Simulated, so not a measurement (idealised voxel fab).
Herein follows the process module entitled voxel transistor to metal.
155 nm wide, 5 nm square cells: that's cross-section cut.
Throughout this document, each cross-section is represented as a grid of square cells and is presented as a sequence of bands enumerated from the top downward, where a band comprises one or more rows of cells. Within each band entry, the heights of the top and of the bottom of the band appear first, in that order and in nm; the materials of the band then follow from left to right, each with its corresponding width in nm. The designation "full width" on a single material indicates that it fills the band from edge to edge; the designation "empty" indicates empty space. The level at which height equals 0 is the one under which the wafer, as it arrives, is entirely one material. No lower edge exists for the bottom band, which continues downward and is notated as in "0 nm and below". Width: "30 to 40" (first number = top row, second number = bottom row, same change from row to row of cells). "all unchanged" (step): cross-section cells unchanged, all of them. Under "Enclosed internal cavities" you'll find the enclosed gaps, the ones with no way out to the top, that are 8 cells or bigger; each reads width x height at distance, with distance counted from the left edge, everything in nm. Heads up: the bit after the settings on a step's line is the simulator's remark on that step. When a step includes a mask, the "overlay nm" setting on its line states how far to the right of its planned place that mask lay, and negative values state how far to the left.

Below is the list of planned process steps:
1) RECEIVE, material Si
2) OXIDIZE, depth nm 5
3) CONFORMAL_DEP, material SiN, thk nm 10
4) PATTERN, tone cover, mask id ACTIVE, material resist, width nm 100, thk nm 20, overlay nm 0
5) DIRECTIONAL_ETCH, etch materials SiN, depth nm 10
6) DIRECTIONAL_ETCH, etch materials SiO2, depth nm 5
7) DIRECTIONAL_ETCH, etch materials Si, depth nm 20
8) STRIP, etch materials resist
9) OXIDIZE, depth nm 5
10) FILL_DEP, material SiO2, thk nm 5
11) CMP, height nm 10
12) SELECTIVE_ETCH, etch materials SiO2, depth nm 10
13) STRIP, etch materials SiN
14) SELECTIVE_ETCH, etch materials SiO2, depth nm 5
15) OXIDIZE, depth nm 5
16) DIRECTIONAL_DEP, material polySi, thk nm 20
17) DIRECTIONAL_DEP, material SiCN, thk nm 10
18) PATTERN, tone cover, mask id GATE, material resist, width nm 20, thk nm 20, overlay nm 0
19) DIRECTIONAL_ETCH, etch materials SiCN, depth nm 20
20) DIRECTIONAL_ETCH, etch materials polySi, depth nm 30
21) STRIP, etch materials resist
22) CONFORMAL_DEP, material SiN, thk nm 5
23) DIRECTIONAL_ETCH, etch materials SiN, depth nm 5
24) DIRECTIONAL_ETCH, etch materials SiO2, depth nm 5
25) DIRECTIONAL_ETCH, etch materials Si, depth nm 5
26) EPI, material pSi, thk nm 5
27) FILL_DEP, material SiO2, thk nm 10
28) CMP, height nm 25
29) DIRECTIONAL_DEP, material SiO2, thk nm 15
30) PATTERN, tone open, mask id CONTACT, material resist, width nm 30, pitch nm 60, thk nm 15, overlay nm 0
31) DIRECTIONAL_ETCH, etch materials SiO2, depth nm 50
32) STRIP, etch materials resist
33) CONFORMAL_DEP, material TiN, thk nm 5
34) FILL_DEP, material Ru, thk nm 10
35) CMP, height nm 40
36) CONFORMAL_DEP, material SiCN, thk nm 5
37) DIRECTIONAL_DEP, material SiO2, thk nm 20
38) DIRECTIONAL_DEP, material aC, thk nm 10
39) PATTERN, tone open, mask id METAL_1, material resist, width nm 20, pitch nm 70, thk nm 25, overlay nm 0
40) DIRECTIONAL_ETCH, etch materials aC, depth nm 10
41) STRIP, etch materials resist
42) DIRECTIONAL_ETCH, etch materials SiO2, depth nm 20
43) DIRECTIONAL_ETCH, etch materials SiCN, depth nm 5
44) STRIP, etch materials aC
45) CONFORMAL_DEP, material TiN, thk nm 5
46) FILL_DEP, material Ru, thk nm 10
47) CMP, height nm 65
48) EPI, material Ru, thk nm 5
49) FILL_DEP, material SiCN, thk nm 5
50) DIRECTIONAL_DEP, material lowk, thk nm 30
51) MASKED_ETCH, tone open, mask id METAL_2, width nm 20, pitch nm 70, etch materials lowk, depth nm 15, overlay nm 0
52) MASKED_ETCH, tone open, mask id METAL_2_HOLES, width nm 15, pitch nm 70, etch materials lowk, depth nm 15, overlay nm 0
53) MASKED_ETCH, tone open, mask id METAL_2_HOLES, width nm 15, pitch nm 70, etch materials SiCN, depth nm 5, overlay nm 0
54) CONFORMAL_DEP, material TiN, thk nm 5
55) FILL_DEP, material Ru, thk nm 10
56) CMP, height nm 105
57) CONFORMAL_DEP, material SiN, thk nm 5

First wafer of two (run as planned):

The cross-section here shows the wafer as received, i.e. in its state after step 1:
* 0 nm and below = Si full width
* Enclosed internal cavities: none

Step 2 complete: cross-section through the wafer:
* 0 nm to -5 nm = SiO2 full width
* below -5: unchanged

Step 3 complete: cross-section through the wafer:
* 10 nm to 0 nm = SiN full width
* below 0: unchanged

Step 4 complete: cross-section through the wafer:
* 30 nm to 10 nm = 25 of empty, then 100 of resist, then 30 of empty
* below 10: unchanged

Step 5 complete: cross-section through the wafer:
* 30 nm to 10 nm = 25 of empty, then 100 of resist, then 30 of empty
* 10 nm to 0 nm = 25 of empty, then 100 of SiN, then 30 of empty
* below 0: unchanged

Step 6 complete: cross-section through the wafer:
* 30 nm to 10 nm = 25 of empty, then 100 of resist, then 30 of empty
* 10 nm to 0 nm = 25 of empty, then 100 of SiN, then 30 of empty
* 0 nm to -5 nm = 25 of empty, then 100 of SiO2, then 30 of empty
* below -5: unchanged

Step 7 complete: cross-section through the wafer:
* 30 nm to 10 nm = 25 of empty, then 100 of resist, then 30 of empty
* 10 nm to 0 nm = 25 of empty, then 100 of SiN, then 30 of empty
* 0 nm to -5 nm = 25 of empty, then 100 of SiO2, then 30 of empty
* -5 nm to -25 nm = 25 of empty, then 100 of Si, then 30 of empty
* below -25: unchanged

Step 8 complete: cross-section through the wafer:
* 10 nm to 0 nm = 25 of empty, then 100 of SiN, then 30 of empty
* below 0: unchanged

Step 9 complete: cross-section through the wafer:
* 10 nm to 0 nm = 25 of empty, then 100 of SiN, then 30 of empty
* 0 nm to -5 nm = 25 of empty, then 100 of SiO2, then 30 of empty
* -5 nm to -25 nm = 25 of empty, then 5 of SiO2, then 90 of Si, then 5 of SiO2, then 30 of empty
* -25 nm to -30 nm = 30 of SiO2, then 90 of Si, then 35 of SiO2
* below -30: unchanged

Step 10 complete: cross-section through the wafer:
* 15 nm to 10 nm = SiO2 full width
* 10 nm to 0 nm = 25 of SiO2, then 100 of SiN, then 30 of SiO2
* 0 nm to -5 nm = SiO2 full width
* -5 nm to -30 nm = 30 of SiO2, then 90 of Si, then 35 of SiO2
* below -30: unchanged

Step 11 complete: cross-section through the wafer:
* 10 nm to 0 nm = 25 of SiO2, then 100 of SiN, then 30 of SiO2
* below 0: unchanged

Step 12 complete: cross-section through the wafer:
* 10 nm to 0 nm = 25 of empty, then 100 of SiN, then 30 of empty
* below 0: unchanged

Step 13 complete: cross-section through the wafer:
* 0 nm to -5 nm = SiO2 full width
* below -5: unchanged

Step 14 complete: cross-section through the wafer:
* -5 nm to -30 nm = 30 of SiO2, then 90 of Si, then 35 of SiO2
* below -30: unchanged

Step 15 complete: cross-section through the wafer:
* -5 nm to -10 nm = SiO2 full width
* below -10: unchanged

Step 16 complete: cross-section through the wafer:
* 15 nm to -5 nm = polySi full width
* below -5: unchanged

Step 17 complete: cross-section through the wafer:
* 25 nm to 15 nm = SiCN full width
* below 15: unchanged

Step 18 complete: cross-section through the wafer:
* 45 nm to 25 nm = 65 of empty, then 20 of resist, then 70 of empty
* below 25: unchanged

Step 19 complete: cross-section through the wafer:
* 45 nm to 25 nm = 65 of empty, then 20 of resist, then 70 of empty
* 25 nm to 15 nm = 65 of empty, then 20 of SiCN, then 70 of empty
* below 15: unchanged

Step 20 complete: cross-section through the wafer:
* 45 nm to 25 nm = 65 of empty, then 20 of resist, then 70 of empty
* 25 nm to 15 nm = 65 of empty, then 20 of SiCN, then 70 of empty
* 15 nm to -5 nm = 65 of empty, then 20 of polySi, then 70 of empty
* below -5: unchanged

Step 21 complete: cross-section through the wafer:
* 25 nm to 15 nm = 65 of empty, then 20 of SiCN, then 70 of empty
* below 15: unchanged

Step 22 complete: cross-section through the wafer:
* 30 nm to 25 nm = 60 of empty, then 30 of SiN, then 65 of empty
* 25 nm to 15 nm = 60 of empty, then 5 of SiN, then 20 of SiCN, then 5 of SiN, then 65 of empty
* 15 nm to 0 nm = 60 of empty, then 5 of SiN, then 20 of polySi, then 5 of SiN, then 65 of empty
* 0 nm to -5 nm = 65 of SiN, then 20 of polySi, then 70 of SiN
* below -5: unchanged

Step 23 complete: cross-section through the wafer:
* 25 nm to 15 nm = 60 of empty, then 5 of SiN, then 20 of SiCN, then 5 of SiN, then 65 of empty
* 15 nm to -5 nm = 60 of empty, then 5 of SiN, then 20 of polySi, then 5 of SiN, then 65 of empty
* below -5: unchanged

Step 24 complete: cross-section through the wafer:
* 25 nm to 15 nm = 60 of empty, then 5 of SiN, then 20 of SiCN, then 5 of SiN, then 65 of empty
* 15 nm to -5 nm = 60 of empty, then 5 of SiN, then 20 of polySi, then 5 of SiN, then 65 of empty
* -5 nm to -10 nm = 60 of empty, then 30 of SiO2, then 65 of empty
* below -10: unchanged

Step 25 complete: cross-section through the wafer:
* 25 nm to 15 nm = 60 of empty, then 5 of SiN, then 20 of SiCN, then 5 of SiN, then 65 of empty
* 15 nm to -5 nm = 60 of empty, then 5 of SiN, then 20 of polySi, then 5 of SiN, then 65 of empty
* -5 nm to -10 nm = 60 of empty, then 30 of SiO2, then 65 of empty
* -10 nm to -15 nm = 30 of SiO2, then 30 of empty, then 30 of Si, then 30 of empty, then 35 of SiO2
* below -15: unchanged

Step 26 complete: cross-section through the wafer:
* 25 nm to 15 nm = 60 of empty, then 5 of SiN, then 20 of SiCN, then 5 of SiN, then 65 of empty
* 15 nm to -5 nm = 60 of empty, then 5 of SiN, then 20 of polySi, then 5 of SiN, then 65 of empty
* -5 nm to -10 nm = 55 of empty, then 5 of pSi, then 30 of SiO2, then 5 of pSi, then 60 of empty
* -10 nm to -15 nm = 30 of SiO2, then 30 of pSi, then 30 of Si, then 30 of pSi, then 35 of SiO2
* below -15: unchanged

Step 27 complete: cross-section through the wafer:
* 35 nm to 25 nm = SiO2 full width
* 25 nm to 15 nm = 60 of SiO2, then 5 of SiN, then 20 of SiCN, then 5 of SiN, then 65 of SiO2
* 15 nm to -5 nm = 60 of SiO2, then 5 of SiN, then 20 of polySi, then 5 of SiN, then 65 of SiO2
* -5 nm to -10 nm = 55 of SiO2, then 5 of pSi, then 30 of SiO2, then 5 of pSi, then 60 of SiO2
* below -10: unchanged

Step 28 complete: cross-section through the wafer:
* 25 nm to 15 nm = 60 of SiO2, then 5 of SiN, then 20 of SiCN, then 5 of SiN, then 65 of SiO2
* below 15: unchanged

Step 29 complete: cross-section through the wafer:
* 40 nm to 25 nm = SiO2 full width
* below 25: unchanged

Step 30 complete: cross-section through the wafer:
* 55 nm to 40 nm = 30 of resist, then 30 of empty, then 30 of resist, then 30 of empty, then 35 of resist
* below 40: unchanged

Step 31 complete: cross-section through the wafer:
* 55 nm to 40 nm = 30 of resist, then 30 of empty, then 30 of resist, then 30 of empty, then 35 of resist
* 40 nm to 25 nm = 30 of SiO2, then 30 of empty, then 30 of SiO2, then 30 of empty, then 35 of SiO2
* 25 nm to 15 nm = 30 of SiO2, then 30 of empty, then 5 of SiN, then 20 of SiCN, then 5 of SiN, then 30 of empty, then 35 of SiO2
* 15 nm to -5 nm = 30 of SiO2, then 30 of empty, then 5 of SiN, then 20 of polySi, then 5 of SiN, then 30 of empty, then 35 of SiO2
* -5 nm to -10 nm = 30 of SiO2, then 25 of empty, then 5 of pSi, then 30 of SiO2, then 5 of pSi, then 25 of empty, then 35 of SiO2
* below -10: unchanged

Step 32 complete: cross-section through the wafer:
* 40 nm to 25 nm = 30 of SiO2, then 30 of empty, then 30 of SiO2, then 30 of empty, then 35 of SiO2
* below 25: unchanged

Step 33 complete: cross-section through the wafer:
* 45 nm to 40 nm = 35 of TiN, then 20 of empty, then 40 of TiN, then 20 of empty, then 40 of TiN
* 40 nm to 25 nm = 30 of SiO2, then 5 of TiN, then 20 of empty, then 5 of TiN, then 30 of SiO2, then 5 of TiN, then 20 of empty, then 5 of TiN, then 35 of SiO2
* 25 nm to 15 nm = 30 of SiO2, then 5 of TiN, then 20 of empty, then 5 of TiN, then 5 of SiN, then 20 of SiCN, then 5 of SiN, then 5 of TiN, then 20 of empty, then 5 of TiN, then 35 of SiO2
* 15 nm to 0 nm = 30 of SiO2, then 5 of TiN, then 20 of empty, then 5 of TiN, then 5 of SiN, then 20 of polySi, then 5 of SiN, then 5 of TiN, then 20 of empty, then 5 of TiN, then 35 of SiO2
* 0 nm to -5 nm = 30 of SiO2, then 5 of TiN, then 15 of empty, then 10 of TiN, then 5 of SiN, then 20 of polySi, then 5 of SiN, then 10 of TiN, then 15 of empty, then 5 of TiN, then 35 of SiO2
* -5 nm to -10 nm = 30 of SiO2, then 25 of TiN, then 5 of pSi, then 30 of SiO2, then 5 of pSi, then 25 of TiN, then 35 of SiO2
* below -10: unchanged

Step 34 complete: cross-section through the wafer:
* 55 nm to 45 nm = Ru full width
* 45 nm to 40 nm = 35 of TiN, then 20 of Ru, then 40 of TiN, then 20 of Ru, then 40 of TiN
* 40 nm to 25 nm = 30 of SiO2, then 5 of TiN, then 20 of Ru, then 5 of TiN, then 30 of SiO2, then 5 of TiN, then 20 of Ru, then 5 of TiN, then 35 of SiO2
* 25 nm to 15 nm = 30 of SiO2, then 5 of TiN, then 20 of Ru, then 5 of TiN, then 5 of SiN, then 20 of SiCN, then 5 of SiN, then 5 of TiN, then 20 of Ru, then 5 of TiN, then 35 of SiO2
* 15 nm to 0 nm = 30 of SiO2, then 5 of TiN, then 20 of Ru, then 5 of TiN, then 5 of SiN, then 20 of polySi, then 5 of SiN, then 5 of TiN, then 20 of Ru, then 5 of TiN, then 35 of SiO2
* 0 nm to -5 nm = 30 of SiO2, then 5 of TiN, then 15 of Ru, then 10 of TiN, then 5 of SiN, then 20 of polySi, then 5 of SiN, then 10 of TiN, then 15 of Ru, then 5 of TiN, then 35 of SiO2
* below -5: unchanged

Step 35 complete: cross-section through the wafer:
* 40 nm to 25 nm = 30 of SiO2, then 5 of TiN, then 20 of Ru, then 5 of TiN, then 30 of SiO2, then 5 of TiN, then 20 of Ru, then 5 of TiN, then 35 of SiO2
* below 25: unchanged

Step 36 complete: cross-section through the wafer:
* 45 nm to 40 nm = SiCN full width
* below 40: unchanged

Step 37 complete: cross-section through the wafer:
* 65 nm to 45 nm = SiO2 full width
* below 45: unchanged

Step 38 complete: cross-section through the wafer:
* 75 nm to 65 nm = aC full width
* below 65: unchanged

Step 39 complete: cross-section through the wafer:
* 100 nm to 75 nm = 30 of resist, then 20 of empty, then 50 of resist, then 20 of empty, then 35 of resist
* below 75: unchanged

Step 40 complete: cross-section through the wafer:
* 90 nm to 75 nm = 30 of resist, then 20 of empty, then 50 of resist, then 20 of empty, then 35 of resist
* 75 nm to 65 nm = 30 of aC, then 20 of empty, then 50 of aC, then 20 of empty, then 35 of aC
* below 65: unchanged

Step 41 complete: cross-section through the wafer:
* 75 nm to 65 nm = 30 of aC, then 20 of empty, then 50 of aC, then 20 of empty, then 35 of aC
* below 65: unchanged

Step 42 complete: cross-section through the wafer:
* 75 nm to 65 nm = 30 of aC, then 20 of empty, then 50 of aC, then 20 of empty, then 35 of aC
* 65 nm to 45 nm = 30 of SiO2, then 20 of empty, then 50 of SiO2, then 20 of empty, then 35 of SiO2
* below 45: unchanged

Step 43 complete: cross-section through the wafer:
* 75 nm to 65 nm = 30 of aC, then 20 of empty, then 50 of aC, then 20 of empty, then 35 of aC
* 65 nm to 45 nm = 30 of SiO2, then 20 of empty, then 50 of SiO2, then 20 of empty, then 35 of SiO2
* 45 nm to 40 nm = 30 of SiCN, then 20 of empty, then 50 of SiCN, then 20 of empty, then 35 of SiCN
* below 40: unchanged

Step 44 complete: cross-section through the wafer:
* 65 nm to 45 nm = 30 of SiO2, then 20 of empty, then 50 of SiO2, then 20 of empty, then 35 of SiO2
* below 45: unchanged

Step 45 complete: cross-section through the wafer:
* 70 nm to 65 nm = 35 of TiN, then 10 of empty, then 60 of TiN, then 10 of empty, then 40 of TiN
* 65 nm to 45 nm = 30 of SiO2, then 5 of TiN, then 10 of empty, then 5 of TiN, then 50 of SiO2, then 5 of TiN, then 10 of empty, then 5 of TiN, then 35 of SiO2
* 45 nm to 40 nm = 30 of SiCN, then 20 of TiN, then 50 of SiCN, then 20 of TiN, then 35 of SiCN
* below 40: unchanged

Step 46 complete: cross-section through the wafer:
* 80 nm to 70 nm = Ru full width
* 70 nm to 65 nm = 35 of TiN, then 10 of Ru, then 60 of TiN, then 10 of Ru, then 40 of TiN
* 65 nm to 45 nm = 30 of SiO2, then 5 of TiN, then 10 of Ru, then 5 of TiN, then 50 of SiO2, then 5 of TiN, then 10 of Ru, then 5 of TiN, then 35 of SiO2
* below 45: unchanged

Step 47 complete: cross-section through the wafer:
* 65 nm to 45 nm = 30 of SiO2, then 5 of TiN, then 10 of Ru, then 5 of TiN, then 50 of SiO2, then 5 of TiN, then 10 of Ru, then 5 of TiN, then 35 of SiO2
* below 45: unchanged

Step 48 complete: cross-section through the wafer:
* 70 nm to 65 nm = 25 of empty, then 30 of Ru, then 40 of empty, then 30 of Ru, then 30 of empty
* below 65: unchanged

Step 49 complete: cross-section through the wafer:
* 75 nm to 70 nm = SiCN full width
* 70 nm to 65 nm = 25 of SiCN, then 30 of Ru, then 40 of SiCN, then 30 of Ru, then 30 of SiCN
* below 65: unchanged

Step 50 complete: cross-section through the wafer:
* 105 nm to 75 nm = lowk full width
* below 75: unchanged

Step 51 complete: cross-section through the wafer:
* 105 nm to 90 nm = 30 of lowk, then 20 of empty, then 50 of lowk, then 20 of empty, then 35 of lowk
* below 90: unchanged

Step 52 complete: cross-section through the wafer:
* 105 nm to 90 nm = 30 of lowk, then 20 of empty, then 50 of lowk, then 20 of empty, then 35 of lowk
* 90 nm to 75 nm = 30 of lowk, then 15 of empty, then 55 of lowk, then 15 of empty, then 40 of lowk
* below 75: unchanged

Step 53 complete: cross-section through the wafer:
* 105 nm to 90 nm = 30 of lowk, then 20 of empty, then 50 of lowk, then 20 of empty, then 35 of lowk
* 90 nm to 75 nm = 30 of lowk, then 15 of empty, then 55 of lowk, then 15 of empty, then 40 of lowk
* 75 nm to 70 nm = 30 of SiCN, then 15 of empty, then 55 of SiCN, then 15 of empty, then 40 of SiCN
* below 70: unchanged

Step 54 complete: cross-section through the wafer:
* 110 nm to 105 nm = 35 of TiN, then 10 of empty, then 60 of TiN, then 10 of empty, then 40 of TiN
* 105 nm to 95 nm = 30 of lowk, then 5 of TiN, then 10 of empty, then 5 of TiN, then 50 of lowk, then 5 of TiN, then 10 of empty, then 5 of TiN, then 35 of lowk
* 95 nm to 90 nm = 30 of lowk, then 5 of TiN, then 5 of empty, then 10 of TiN, then 50 of lowk, then 5 of TiN, then 5 of empty, then 10 of TiN, then 35 of lowk
* 90 nm to 75 nm = 30 of lowk, then 5 of TiN, then 5 of empty, then 5 of TiN, then 55 of lowk, then 5 of TiN, then 5 of empty, then 5 of TiN, then 40 of lowk
* 75 nm to 70 nm = 30 of SiCN, then 15 of TiN, then 55 of SiCN, then 15 of TiN, then 40 of SiCN
* below 70: unchanged

Step 55 complete: cross-section through the wafer:
* 120 nm to 110 nm = Ru full width
* 110 nm to 105 nm = 35 of TiN, then 10 of Ru, then 60 of TiN, then 10 of Ru, then 40 of TiN
* 105 nm to 95 nm = 30 of lowk, then 5 of TiN, then 10 of Ru, then 5 of TiN, then 50 of lowk, then 5 of TiN, then 10 of Ru, then 5 of TiN, then 35 of lowk
* 95 nm to 90 nm = 30 of lowk, then 5 of TiN, then 5 of Ru, then 10 of TiN, then 50 of lowk, then 5 of TiN, then 5 of Ru, then 10 of TiN, then 35 of lowk
* 90 nm to 75 nm = 30 of lowk, then 5 of TiN, then 5 of Ru, then 5 of TiN, then 55 of lowk, then 5 of TiN, then 5 of Ru, then 5 of TiN, then 40 of lowk
* below 75: unchanged

Step 56 complete: cross-section through the wafer:
* 105 nm to 95 nm = 30 of lowk, then 5 of TiN, then 10 of Ru, then 5 of TiN, then 50 of lowk, then 5 of TiN, then 10 of Ru, then 5 of TiN, then 35 of lowk
* below 95: unchanged

Step 57 complete: cross-section through the wafer:
* 110 nm to 105 nm = SiN full width
* below 105: unchanged

The second wafer: identical to the first at the outset and in its planned sequence, differing only in that one mistake was made during processing; up to and including step 44, its path is the first wafer's path:

The second wafer in cross-section, at the planned close of step 45:
* 70 nm to 65 nm = 35 of polySi, then 10 of empty, then 60 of polySi, then 10 of empty, then 40 of polySi
* 65 nm to 45 nm = 30 of SiO2, then 5 of polySi, then 10 of empty, then 5 of polySi, then 50 of SiO2, then 5 of polySi, then 10 of empty, then 5 of polySi, then 35 of SiO2
* 45 nm to 40 nm = 30 of SiCN, then 20 of polySi, then 50 of SiCN, then 20 of polySi, then 35 of SiCN
* below 40: unchanged

The second wafer in cross-section, at the planned close of step 46:
* 80 nm to 70 nm = Ru full width
* 70 nm to 65 nm = 35 of polySi, then 10 of Ru, then 60 of polySi, then 10 of Ru, then 40 of polySi
* 65 nm to 45 nm = 30 of SiO2, then 5 of polySi, then 10 of Ru, then 5 of polySi, then 50 of SiO2, then 5 of polySi, then 10 of Ru, then 5 of polySi, then 35 of SiO2
* below 45: unchanged

The second wafer in cross-section, at the planned close of step 47:
* 65 nm to 45 nm = 30 of SiO2, then 5 of polySi, then 10 of Ru, then 5 of polySi, then 50 of SiO2, then 5 of polySi, then 10 of Ru, then 5 of polySi, then 35 of SiO2
* below 45: unchanged

The second wafer in cross-section, at the planned close of step 48:
* 70 nm to 65 nm = 30 of empty, then 20 of Ru, then 50 of empty, then 20 of Ru, then 35 of empty
* below 65: unchanged

The second wafer in cross-section, at the planned close of step 49:
* 75 nm to 70 nm = SiCN full width
* 70 nm to 65 nm = 30 of SiCN, then 20 of Ru, then 50 of SiCN, then 20 of Ru, then 35 of SiCN
* below 65: unchanged

The second wafer in cross-section, at the planned close of step 50:
* 105 nm to 75 nm = lowk full width
* below 75: unchanged

The second wafer in cross-section, at the planned close of step 51:
* 105 nm to 90 nm = 30 of lowk, then 20 of empty, then 50 of lowk, then 20 of empty, then 35 of lowk
* below 90: unchanged

The second wafer in cross-section, at the planned close of step 52:
* 105 nm to 90 nm = 30 of lowk, then 20 of empty, then 50 of lowk, then 20 of empty, then 35 of lowk
* 90 nm to 75 nm = 30 of lowk, then 15 of empty, then 55 of lowk, then 15 of empty, then 40 of lowk
* below 75: unchanged

The second wafer in cross-section, at the planned close of step 53:
* 105 nm to 90 nm = 30 of lowk, then 20 of empty, then 50 of lowk, then 20 of empty, then 35 of lowk
* 90 nm to 75 nm = 30 of lowk, then 15 of empty, then 55 of lowk, then 15 of empty, then 40 of lowk
* 75 nm to 70 nm = 30 of SiCN, then 15 of empty, then 55 of SiCN, then 15 of empty, then 40 of SiCN
* below 70: unchanged

The second wafer in cross-section, at the planned close of step 54:
* 110 nm to 105 nm = 35 of TiN, then 10 of empty, then 60 of TiN, then 10 of empty, then 40 of TiN
* 105 nm to 95 nm = 30 of lowk, then 5 of TiN, then 10 of empty, then 5 of TiN, then 50 of lowk, then 5 of TiN, then 10 of empty, then 5 of TiN, then 35 of lowk
* 95 nm to 90 nm = 30 of lowk, then 5 of TiN, then 5 of empty, then 10 of TiN, then 50 of lowk, then 5 of TiN, then 5 of empty, then 10 of TiN, then 35 of lowk
* 90 nm to 75 nm = 30 of lowk, then 5 of TiN, then 5 of empty, then 5 of TiN, then 55 of lowk, then 5 of TiN, then 5 of empty, then 5 of TiN, then 40 of lowk
* 75 nm to 70 nm = 30 of SiCN, then 15 of TiN, then 55 of SiCN, then 15 of TiN, then 40 of SiCN
* below 70: unchanged

The second wafer in cross-section, at the planned close of step 55:
* 120 nm to 110 nm = Ru full width
* 110 nm to 105 nm = 35 of TiN, then 10 of Ru, then 60 of TiN, then 10 of Ru, then 40 of TiN
* 105 nm to 95 nm = 30 of lowk, then 5 of TiN, then 10 of Ru, then 5 of TiN, then 50 of lowk, then 5 of TiN, then 10 of Ru, then 5 of TiN, then 35 of lowk
* 95 nm to 90 nm = 30 of lowk, then 5 of TiN, then 5 of Ru, then 10 of TiN, then 50 of lowk, then 5 of TiN, then 5 of Ru, then 10 of TiN, then 35 of lowk
* 90 nm to 75 nm = 30 of lowk, then 5 of TiN, then 5 of Ru, then 5 of TiN, then 55 of lowk, then 5 of TiN, then 5 of Ru, then 5 of TiN, then 40 of lowk
* below 75: unchanged

The second wafer in cross-section, at the planned close of step 56:
* 105 nm to 95 nm = 30 of lowk, then 5 of TiN, then 10 of Ru, then 5 of TiN, then 50 of lowk, then 5 of TiN, then 10 of Ru, then 5 of TiN, then 35 of lowk
* below 95: unchanged

The second wafer in cross-section, at the planned close of step 57:
* 110 nm to 105 nm = SiN full width
* below 105: unchanged
Want to know what went wrong? step 45 was run on a setting that differed from the plan, and what really ran there is CONFORMAL_DEP, material polySi, thk nm 5
The final cell counts differ between the wafers, with the second having more or fewer of some materials than the first: Ru -4 | SiCN +4 | TiN -24 | polySi +24
